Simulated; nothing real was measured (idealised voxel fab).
The following is a process module called voxel wiring stack.
FYI the section here is cut, 160 nm wide, cells are 5 nm squares.
If you're reading a cross-section in this doc, picture square cells in a grid; it comes to you as bands, top ones listed first down to the bottom, and a band can be one or more rows of cells. Top, bottom (nm), then materials left to right with widths (nm); lone material tagged "everywhere" fills the whole band edge to edge; "air" = empty space. Height is counted from the level 0, under which the received wafer is composed throughout of one material. The lowest of the bands is not closed at the bottom but continues downward, in the notation "0 down". Read "30 to 40" as a graded width: first number on top, second number at the bottom, same change between each pair of neighbouring rows. Step note "all unchanged" = no cross-section cell changed. The entry "Sealed void listing" lists the empty spaces that cover at least 8 cells and have no open path to the top. Each is written as width x height at distance, where the distance is measured from the left edge and all three values are in nm. Heads up: the bit after the settings on a step's line is the simulator's remark on that step. For masked steps, "overlay nm" on the step line gives how far right of plan the mask actually lay; a minus sign means it lay to the left.
### Planned step list for the process
1 RECEIVE,material Si
2 CONFORMAL_DEP,material SiO2,thk nm 15
3 CONFORMAL_DEP,material SiCN,thk nm 5
4 DIRECTIONAL_DEP,material SiO2,thk nm 15
5 PATTERN,tone open,mask id METAL_1,material resist,width nm 20,pitch nm 35,thk nm 15,overlay nm 0
6 DIRECTIONAL_ETCH,etch materials SiO2,depth nm 15
7 DIRECTIONAL_ETCH,etch materials SiCN,depth nm 5
8 STRIP,etch materials resist
9 CONFORMAL_DEP,material TiN,thk nm 5
10 FILL_DEP,material Ru,thk nm 5
11 CMP,height nm 35
12 EPI,material Ru,thk nm 5
13 FILL_DEP,material SiCN,thk nm 5
14 DIRECTIONAL_DEP,material lowk,thk nm 30
15 DIRECTIONAL_DEP,material aC,thk nm 15
16 PATTERN,tone open,mask id METAL_2_HOLES,material resist,width nm 15,pitch nm 35,thk nm 30,overlay nm 0
17 DIRECTIONAL_ETCH,etch materials aC,depth nm 15
18 STRIP,etch materials resist
19 DIRECTIONAL_ETCH,etch materials lowk,depth nm 30
20 STRIP,etch materials aC
21 MASKED_ETCH,tone open,mask id METAL_2,width nm 20,pitch nm 35,etch materials lowk,depth nm 20,overlay nm 0
22 MASKED_ETCH,tone open,mask id METAL_2,width nm 20,pitch nm 35,etch materials SiCN,depth nm 5,overlay nm 0
23 CONFORMAL_DEP,material TiN,thk nm 5
24 FILL_DEP,material Cu,thk nm 10
25 CMP,height nm 75
26 CONFORMAL_DEP,material SiN,thk nm 5
### Incoming wafer in cross-section (state: after step 1)
	0 down: Si everywhere
	Sealed void listing: none
### End-of-module XS, first of two wafers, run as planned
	80 to 75: SiN everywhere
	75 to 60: 50 lowk  5 TiN  10 Cu  5 TiN  15 lowk  5 TiN  10 Cu  5 TiN  55 lowk
	60 to 55: 50 lowk  5 TiN  5 Cu  10 TiN  15 lowk  5 TiN  5 Cu  10 TiN  55 lowk
	55 to 45: 50 lowk  5 TiN  5 Cu  5 TiN  20 lowk  5 TiN  5 Cu  5 TiN  60 lowk
	45 to 40: 50 SiCN  15 TiN  20 SiCN  15 TiN  60 SiCN
	40 to 35: 45 SiCN  30 Ru  5 SiCN  30 Ru  50 SiCN
	35 to 20: 50 SiO2  5 TiN  10 Ru  5 TiN  15 SiO2  5 TiN  10 Ru  5 TiN  55 SiO2
	20 to 15: 50 SiCN  20 TiN  15 SiCN  20 TiN  55 SiCN
	15 to 0: SiO2 everywhere
	0 down: Si everywhere
	Sealed void listing: none
### This cross-section belongs to the second wafer of two at the end of the module; the start and the plan were shared with the first, and the run included one mistake
	90 to 85: SiN everywhere
	85 to 80: Cu everywhere
	80 to 75: 55 TiN  10 Cu  25 TiN  10 Cu  60 TiN
	75 to 60: 50 lowk  5 TiN  10 Cu  5 TiN  15 lowk  5 TiN  10 Cu  5 TiN  55 lowk
	60 to 55: 50 lowk  5 TiN  5 Cu  10 TiN  15 lowk  5 TiN  5 Cu  10 TiN  55 lowk
	55 to 45: 50 lowk  5 TiN  5 Cu  5 TiN  20 lowk  5 TiN  5 Cu  5 TiN  60 lowk
	45 to 40: 50 SiCN  15 TiN  20 SiCN  15 TiN  60 SiCN
	40 to 35: 45 SiCN  30 Ru  5 SiCN  30 Ru  50 SiCN
	35 to 20: 50 SiO2  5 TiN  10 Ru  5 TiN  15 SiO2  5 TiN  10 Ru  5 TiN  55 SiO2
	20 to 15: 50 SiCN  20 TiN  15 SiCN  20 TiN  55 SiCN
	15 to 0: SiO2 everywhere
	0 down: Si everywhere
	Sealed void listing: none
Want to know what went wrong? step 25 off recipe, ran as CMP,height nm 85
Final difference in cells, second wafer against first, listed per material as more or fewer: Cu: 36 more | TiN: 28 more
